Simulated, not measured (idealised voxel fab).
process module | voxel capacitor over wiring
The figure presents cross-section cut, which has a width of 155 nm and is divided into square cells with an edge length of 5 nm.
The cross-sections in this document take the form of a grid made of square cells. They are written out as bands, in order from top to bottom. Each band consists of one or more rows of cells.
Band: top height; bottom height; in nm. Then, left to right: material with width in nm, for each material. "throughout": a single material spanning edge to edge. "air": empty space.
Where do heights start? At 0: under that level the wafer as delivered is made of one material only. And the lowest band has no floor; it just carries on downward, as in "0 and below".
A width given as "30->40" starts at the first number in the band's top row and ends at the second number in its bottom row, shifting by an equal amount at every step from row to row.
The designation "same as before", where it is given for a processing step, indicates that no cell of the cross-section was altered in the course of that step.
Heads up: "Enclosed internal cavities" only lists the empty pockets with no open path to the top that are 8 cells or more, and it writes them as width x height at distance, distance from the left edge, in nm.
Where a step's line continues beyond its settings, the continuation is a remark by the simulator itself on that step.
When a step includes a mask, the "overlay nm" setting on its line states how far to the right of its planned place that mask lay, and negative values state how far to the left.

The following list gives the planned process steps:
step 1: RECEIVE [material Si]
step 2: CONFORMAL_DEP [material SiO2] [thk nm 15]
step 3: DIRECTIONAL_DEP [material TiN] [thk nm 5]
step 4: DIRECTIONAL_DEP [material W] [thk nm 15]
step 5: DIRECTIONAL_DEP [material aC] [thk nm 10]
step 6: PATTERN [tone cover] [mask id METAL_1] [material resist] [width nm 20] [pitch nm 75] [thk nm 25] [overlay nm 0]
step 7: DIRECTIONAL_ETCH [etch materials aC] [depth nm 10]
step 8: STRIP [etch materials resist]
step 9: DIRECTIONAL_ETCH [etch materials W] [depth nm 15]
step 10: DIRECTIONAL_ETCH [etch materials TiN] [depth nm 5]
step 11: STRIP [etch materials aC]
step 12: FILL_DEP [material SiO2] [thk nm 10]
step 13: CMP [height nm 35]
step 14: CONFORMAL_DEP [material SiCN] [thk nm 5]
step 15: DIRECTIONAL_DEP [material lowk] [thk nm 20]
step 16: PATTERN [tone open] [mask id PLUG_1] [material resist] [width nm 15] [thk nm 15] [overlay nm 0]
step 17: DIRECTIONAL_ETCH [etch materials lowk] [depth nm 20]
step 18: DIRECTIONAL_ETCH [etch materials SiCN] [depth nm 5]
step 19: STRIP [etch materials resist]
step 20: EPI [material Ru] [thk nm 10]
step 21: EPI [material Ru] [thk nm 10]
step 22: EPI [material Ru] [thk nm 5]
step 23: DIRECTIONAL_DEP [material TiN] [thk nm 10]
step 24: DIRECTIONAL_DEP [material SiN] [thk nm 5]
step 25: DIRECTIONAL_DEP [material TiN] [thk nm 10]
step 26: MASKED_ETCH [tone cover] [mask id UPPER_PLATE] [width nm 60] [etch materials TiN] [depth nm 10] [overlay nm 0]
step 27: MASKED_ETCH [tone cover] [mask id UPPER_PLATE] [width nm 60] [etch materials SiN] [depth nm 5] [overlay nm 0]
step 28: MASKED_ETCH [tone cover] [mask id LOWER_PLATE] [width nm 70] [etch materials TiN] [depth nm 10] [overlay nm 0]
step 29: FILL_DEP [material SiO2] [thk nm 15]
step 30: CMP [height nm 95]
step 31: MASKED_ETCH [tone open] [mask id PLUG_2] [width nm 15] [etch materials SiO2] [depth nm 10] [overlay nm 0]
step 32: CONFORMAL_DEP [material TiN] [thk nm 5]
step 33: FILL_DEP [material Ru] [thk nm 5]
step 34: CMP [height nm 95]
step 35: CONFORMAL_DEP [material SiN] [thk nm 5]

Here's what the wafer looked like in cross-section when it arrived - that's after step 1:
* 0 and below = Si throughout
* Enclosed internal cavities: none

The cross-section shown corresponds to the wafer at the conclusion of the module. The initial structure and the process plan are those presented above; however, one mistake occurred in executing the plan:
* 100 down to 95 = SiN throughout
* 95 down to 90 = 45 nm SiO2 / 5 nm TiN / 5 nm Ru / 5 nm TiN / 95 nm SiO2
* 90 down to 85 = 45 nm SiO2 / 15 nm TiN / 95 nm SiO2
* 85 down to 75 = 35 nm SiO2 / 60 nm TiN / 60 nm SiO2
* 75 down to 70 = 35 nm SiO2 / 60 nm SiN / 60 nm SiO2
* 70 down to 60 = 30 nm SiO2 / 70 nm TiN / 55 nm SiO2
* 60 down to 40 = 35 nm lowk / 15 nm Ru / 105 nm lowk
* 40 down to 35 = 35 nm SiCN / 15 nm Ru / 105 nm SiCN
* 35 down to 20 = 30 nm SiO2 / 20 nm W / 55 nm SiO2 / 20 nm W / 30 nm SiO2
* 20 down to 15 = lowk throughout
* 15 down to 0 = SiO2 throughout
* 0 and below = Si throughout
* Enclosed internal cavities: none
Heads up, the wafer didn't run the way we planned it: step 3: run off-plan, actual operation and settings DIRECTIONAL_DEP [material lowk] [thk nm 5]
